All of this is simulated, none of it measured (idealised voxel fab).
The document below concerns the process module designated voxel gate over fins.
It is cross-section cut that appears here, measuring 270 nm in width, its square cells being 5 nm in size.
The cross-sections in this document take the form of a grid made of square cells. They are written out as bands, in order from top to bottom. Each band consists of one or more rows of cells. What a band's entry tells you: where the top is and where the bottom is, as heights in nm, and after that what lies inside, material by material from left to right, each with its width in nm. Empty space is written as the word "empty", and a single material marked with the word "everywhere" occupies the band from edge to edge. Heights are measured from 0, the level below which the as-received wafer is all one material; the lowest band has no bottom and continues downward, written as in "z 0 and below". With a width like "30->40", each row of cells in the band differs from the next by the same amount, the top row carrying the first number and the bottom row the second. "nothing different", as given for a step, is the statement that not any cell of the cross-section underwent a change during that step. "Closed void register" means: voids of 8 cells or more that are shut off from the top with no open way through. Written width x height at distance, distance from the left edge, in nm. If you see something after the settings on a step's line, that's the simulator's own remark about that step. A step's line can hold "overlay nm"; with a mask on that step, the setting says how far right of the planned place the mask lay, while a negative setting says it lay to the left.

-- Set out below are the planned steps of the process
- 1: op RECEIVE | material Si
- 2: op CONFORMAL_DEP | material SiN | thk nm 5
- 3: op PATTERN | tone cover | mask id FINS | material resist | width nm 15 | pitch nm 40 | thk nm 15 | overlay nm 0
- 4: op DIRECTIONAL_ETCH | etch materials SiN | depth nm 5
- 5: op DIRECTIONAL_ETCH | etch materials Si | depth nm 35
- 6: op STRIP | etch materials resist
- 7: op OXIDIZE | depth nm 5
- 8: op FILL_DEP | material SiO2 | thk nm 15
- 9: op CMP | height nm 5
- 10: op SELECTIVE_ETCH | etch materials SiO2 | depth nm 15
- 11: op STRIP | etch materials SiN
- 12: op CONFORMAL_DEP | material HfO2 | thk nm 5
- 13: op CONFORMAL_DEP | material TiN | thk nm 5
- 14: op CONFORMAL_DEP | material TiAl | thk nm 5
- 15: op CONFORMAL_DEP | material TiN | thk nm 5
- 16: op FILL_DEP | material W | thk nm 15
- 17: op CMP | height nm 30
- 18: op CONFORMAL_DEP | material SiN | thk nm 10

-- The following pertains to the first of two wafers, which was processed as planned

-- Cross-sectional view of the wafer in its as-received condition, corresponding to the state after step 1
  z 0 and below = Si everywhere
  Closed void register: none

-- The following cross-section depicts the wafer upon completion of step 2
  z 5 to 0 = SiN everywhere
  Beneath the level 0, the cross-section is identical to its previous state.

-- The following cross-section depicts the wafer upon completion of step 3
  z 20 to 5 = empty (85), resist (15), empty (25), resist (15), empty (25), resist (15), empty (90)
  Beneath the level 5, the cross-section is identical to its previous state.

-- The following cross-section depicts the wafer upon completion of step 4
  z 20 to 5 = empty (85), resist (15), empty (25), resist (15), empty (25), resist (15), empty (90)
  z 5 to 0 = empty (85), SiN (15), empty (25), SiN (15), empty (25), SiN (15), empty (90)
  Beneath the level 0, the cross-section is identical to its previous state.

-- The following cross-section depicts the wafer upon completion of step 5
  z 20 to 5 = empty (85), resist (15), empty (25), resist (15), empty (25), resist (15), empty (90)
  z 5 to 0 = empty (85), SiN (15), empty (25), SiN (15), empty (25), SiN (15), empty (90)
  z 0 to -35 = empty (85), Si (15), empty (25), Si (15), empty (25), Si (15), empty (90)
  Beneath the level -35, the cross-section is identical to its previous state.

-- The following cross-section depicts the wafer upon completion of step 6
  z 5 to 0 = empty (85), SiN (15), empty (25), SiN (15), empty (25), SiN (15), empty (90)
  Beneath the level 0, the cross-section is identical to its previous state.

-- The following cross-section depicts the wafer upon completion of step 7
  z 5 to 0 = empty (85), SiN (15), empty (25), SiN (15), empty (25), SiN (15), empty (90)
  z 0 to -35 = empty (85), SiO2 (5), Si (5), SiO2 (5), empty (25), SiO2 (5), Si (5), SiO2 (5), empty (25), SiO2 (5), Si (5), SiO2 (5), empty (90)
  z -35 to -40 = SiO2 (90), Si (5), SiO2 (35), Si (5), SiO2 (35), Si (5), SiO2 (95)
  Beneath the level -40, the cross-section is identical to its previous state.

-- The following cross-section depicts the wafer upon completion of step 8
  z 20 to 5 = SiO2 everywhere
  z 5 to 0 = SiO2 (85), SiN (15), SiO2 (25), SiN (15), SiO2 (25), SiN (15), SiO2 (90)
  z 0 to -40 = SiO2 (90), Si (5), SiO2 (35), Si (5), SiO2 (35), Si (5), SiO2 (95)
  Beneath the level -40, the cross-section is identical to its previous state.

-- The following cross-section depicts the wafer upon completion of step 9
  z 5 to 0 = SiO2 (85), SiN (15), SiO2 (25), SiN (15), SiO2 (25), SiN (15), SiO2 (90)
  Beneath the level 0, the cross-section is identical to its previous state.

-- The following cross-section depicts the wafer upon completion of step 10
  z 5 to 0 = empty (85), SiN (15), empty (25), SiN (15), empty (25), SiN (15), empty (90)
  z 0 to -10 = empty (90), Si (5), empty (35), Si (5), empty (35), Si (5), empty (95)
  Beneath the level -10, the cross-section is identical to its previous state.

-- The following cross-section depicts the wafer upon completion of step 11
  z 0 to -10 = empty (90), Si (5), empty (35), Si (5), empty (35), Si (5), empty (95)
  Beneath the level -10, the cross-section is identical to its previous state.

-- The following cross-section depicts the wafer upon completion of step 12
  z 5 to 0 = empty (85), HfO2 (15), empty (25), HfO2 (15), empty (25), HfO2 (15), empty (90)
  z 0 to -5 = empty (85), HfO2 (5), Si (5), HfO2 (5), empty (25), HfO2 (5), Si (5), HfO2 (5), empty (25), HfO2 (5), Si (5), HfO2 (5), empty (90)
  z -5 to -10 = HfO2 (90), Si (5), HfO2 (35), Si (5), HfO2 (35), Si (5), HfO2 (95)
  Beneath the level -10, the cross-section is identical to its previous state.

-- The following cross-section depicts the wafer upon completion of step 13
  z 10 to 5 = empty (80), TiN (25), empty (15), TiN (25), empty (15), TiN (25), empty (85)
  z 5 to 0 = empty (80), TiN (5), HfO2 (15), TiN (5), empty (15), TiN (5), HfO2 (15), TiN (5), empty (15), TiN (5), HfO2 (15), TiN (5), empty (85)
  z 0 to -5 = TiN (85), HfO2 (5), Si (5), HfO2 (5), TiN (25), HfO2 (5), Si (5), HfO2 (5), TiN (25), HfO2 (5), Si (5), HfO2 (5), TiN (90)
  Beneath the level -5, the cross-section is identical to its previous state.

-- The following cross-section depicts the wafer upon completion of step 14
  z 15 to 10 = empty (75), TiAl (35), empty (5), TiAl (35), empty (5), TiAl (35), empty (80)
  z 10 to 5 = empty (75), TiAl (5), TiN (25), TiAl (5), empty (5), TiAl (5), TiN (25), TiAl (5), empty (5), TiAl (5), TiN (25), TiAl (5), empty (80)
  z 5 to 0 = TiAl (80), TiN (5), HfO2 (15), TiN (5), TiAl (15), TiN (5), HfO2 (15), TiN (5), TiAl (15), TiN (5), HfO2 (15), TiN (5), TiAl (85)
  Beneath the level 0, the cross-section is identical to its previous state.

-- The following cross-section depicts the wafer upon completion of step 15
  z 20 to 15 = empty (70), TiN (125), empty (75)
  z 15 to 10 = empty (70), TiN (5), TiAl (35), TiN (5), TiAl (35), TiN (5), TiAl (35), TiN (5), empty (75)
  z 10 to 5 = TiN (75), TiAl (5), TiN (25), TiAl (5), TiN (5), TiAl (5), TiN (25), TiAl (5), TiN (5), TiAl (5), TiN (25), TiAl (5), TiN (80)
  Beneath the level 5, the cross-section is identical to its previous state.

-- The following cross-section depicts the wafer upon completion of step 16
  z 35 to 20 = W everywhere
  z 20 to 15 = W (70), TiN (125), W (75)
  z 15 to 10 = W (70), TiN (5), TiAl (35), TiN (5), TiAl (35), TiN (5), TiAl (35), TiN (5), W (75)
  Beneath the level 10, the cross-section is identical to its previous state.

-- The following cross-section depicts the wafer upon completion of step 17
  z 30 to 20 = W everywhere
  Beneath the level 20, the cross-section is identical to its previous state.

-- The following cross-section depicts the wafer upon completion of step 18
  z 40 to 30 = SiN everywhere
  Beneath the level 30, the cross-section is identical to its previous state.

-- Wafer two. Same start, same plan, one slip in execution. Same as wafer one through step 2, inclusive

-- Cross-section: second wafer, time at which step 3 was scheduled to end
  z 20 to 5 = empty (90), resist (15), empty (25), resist (15), empty (25), resist (15), empty (85)
  Beneath the level 5, the cross-section is identical to its previous state.

-- Cross-section: second wafer, time at which step 4 was scheduled to end
  z 20 to 5 = empty (90), resist (15), empty (25), resist (15), empty (25), resist (15), empty (85)
  z 5 to 0 = empty (90), SiN (15), empty (25), SiN (15), empty (25), SiN (15), empty (85)
  Beneath the level 0, the cross-section is identical to its previous state.

-- Cross-section: second wafer, time at which step 5 was scheduled to end
  z 20 to 5 = empty (90), resist (15), empty (25), resist (15), empty (25), resist (15), empty (85)
  z 5 to 0 = empty (90), SiN (15), empty (25), SiN (15), empty (25), SiN (15), empty (85)
  z 0 to -35 = empty (90), Si (15), empty (25), Si (15), empty (25), Si (15), empty (85)
  Beneath the level -35, the cross-section is identical to its previous state.

-- Cross-section: second wafer, time at which step 6 was scheduled to end
  z 5 to 0 = empty (90), SiN (15), empty (25), SiN (15), empty (25), SiN (15), empty (85)
  Beneath the level 0, the cross-section is identical to its previous state.

-- Cross-section: second wafer, time at which step 7 was scheduled to end
  z 5 to 0 = empty (90), SiN (15), empty (25), SiN (15), empty (25), SiN (15), empty (85)
  z 0 to -35 = empty (90), SiO2 (5), Si (5), SiO2 (5), empty (25), SiO2 (5), Si (5), SiO2 (5), empty (25), SiO2 (5), Si (5), SiO2 (5), empty (85)
  z -35 to -40 = SiO2 (95), Si (5), SiO2 (35), Si (5), SiO2 (35), Si (5), SiO2 (90)
  Beneath the level -40, the cross-section is identical to its previous state.

-- Cross-section: second wafer, time at which step 8 was scheduled to end
  z 20 to 5 = SiO2 everywhere
  z 5 to 0 = SiO2 (90), SiN (15), SiO2 (25), SiN (15), SiO2 (25), SiN (15), SiO2 (85)
  z 0 to -40 = SiO2 (95), Si (5), SiO2 (35), Si (5), SiO2 (35), Si (5), SiO2 (90)
  Beneath the level -40, the cross-section is identical to its previous state.

-- Cross-section: second wafer, time at which step 9 was scheduled to end
  z 5 to 0 = SiO2 (90), SiN (15), SiO2 (25), SiN (15), SiO2 (25), SiN (15), SiO2 (85)
  Beneath the level 0, the cross-section is identical to its previous state.

-- Cross-section: second wafer, time at which step 10 was scheduled to end
  z 5 to 0 = empty (90), SiN (15), empty (25), SiN (15), empty (25), SiN (15), empty (85)
  z 0 to -10 = empty (95), Si (5), empty (35), Si (5), empty (35), Si (5), empty (90)
  Beneath the level -10, the cross-section is identical to its previous state.

-- Cross-section: second wafer, time at which step 11 was scheduled to end
  z 0 to -10 = empty (95), Si (5), empty (35), Si (5), empty (35), Si (5), empty (90)
  Beneath the level -10, the cross-section is identical to its previous state.

-- Cross-section: second wafer, time at which step 12 was scheduled to end
  z 5 to 0 = empty (90), HfO2 (15), empty (25), HfO2 (15), empty (25), HfO2 (15), empty (85)
  z 0 to -5 = empty (90), HfO2 (5), Si (5), HfO2 (5), empty (25), HfO2 (5), Si (5), HfO2 (5), empty (25), HfO2 (5), Si (5), HfO2 (5), empty (85)
  z -5 to -10 = HfO2 (95), Si (5), HfO2 (35), Si (5), HfO2 (35), Si (5), HfO2 (90)
  Beneath the level -10, the cross-section is identical to its previous state.

-- Cross-section: second wafer, time at which step 13 was scheduled to end
  z 10 to 5 = empty (85), TiN (25), empty (15), TiN (25), empty (15), TiN (25), empty (80)
  z 5 to 0 = empty (85), TiN (5), HfO2 (15), TiN (5), empty (15), TiN (5), HfO2 (15), TiN (5), empty (15), TiN (5), HfO2 (15), TiN (5), empty (80)
  z 0 to -5 = TiN (90), HfO2 (5), Si (5), HfO2 (5), TiN (25), HfO2 (5), Si (5), HfO2 (5), TiN (25), HfO2 (5), Si (5), HfO2 (5), TiN (85)
  Beneath the level -5, the cross-section is identical to its previous state.

-- Cross-section: second wafer, time at which step 14 was scheduled to end
  z 15 to 10 = empty (80), TiAl (35), empty (5), TiAl (35), empty (5), TiAl (35), empty (75)
  z 10 to 5 = empty (80), TiAl (5), TiN (25), TiAl (5), empty (5), TiAl (5), TiN (25), TiAl (5), empty (5), TiAl (5), TiN (25), TiAl (5), empty (75)
  z 5 to 0 = TiAl (85), TiN (5), HfO2 (15), TiN (5), TiAl (15), TiN (5), HfO2 (15), TiN (5), TiAl (15), TiN (5), HfO2 (15), TiN (5), TiAl (80)
  Beneath the level 0, the cross-section is identical to its previous state.

-- Cross-section: second wafer, time at which step 15 was scheduled to end
  z 20 to 15 = empty (75), TiN (125), empty (70)
  z 15 to 10 = empty (75), TiN (5), TiAl (35), TiN (5), TiAl (35), TiN (5), TiAl (35), TiN (5), empty (70)
  z 10 to 5 = TiN (80), TiAl (5), TiN (25), TiAl (5), TiN (5), TiAl (5), TiN (25), TiAl (5), TiN (5), TiAl (5), TiN (25), TiAl (5), TiN (75)
  Beneath the level 5, the cross-section is identical to its previous state.

-- Cross-section: second wafer, time at which step 16 was scheduled to end
  z 35 to 20 = W everywhere
  z 20 to 15 = W (75), TiN (125), W (70)
  z 15 to 10 = W (75), TiN (5), TiAl (35), TiN (5), TiAl (35), TiN (5), TiAl (35), TiN (5), W (70)
  Beneath the level 10, the cross-section is identical to its previous state.

-- Cross-section: second wafer, time at which step 17 was scheduled to end
  z 30 to 20 = W everywhere
  Beneath the level 20, the cross-section is identical to its previous state.

-- Cross-section: second wafer, time at which step 18 was scheduled to end
  z 40 to 30 = SiN everywhere
  Beneath the level 30, the cross-section is identical to its previous state.
Processing error: heads up, step 3 didn't go per plan, it actually ran as op PATTERN | tone cover | mask id FINS | material resist | width nm 15 | pitch nm 40 | thk nm 15 | overlay nm 5
At the end, the second wafer has the same number of cells of each material as the first, but those cells sit in other places.
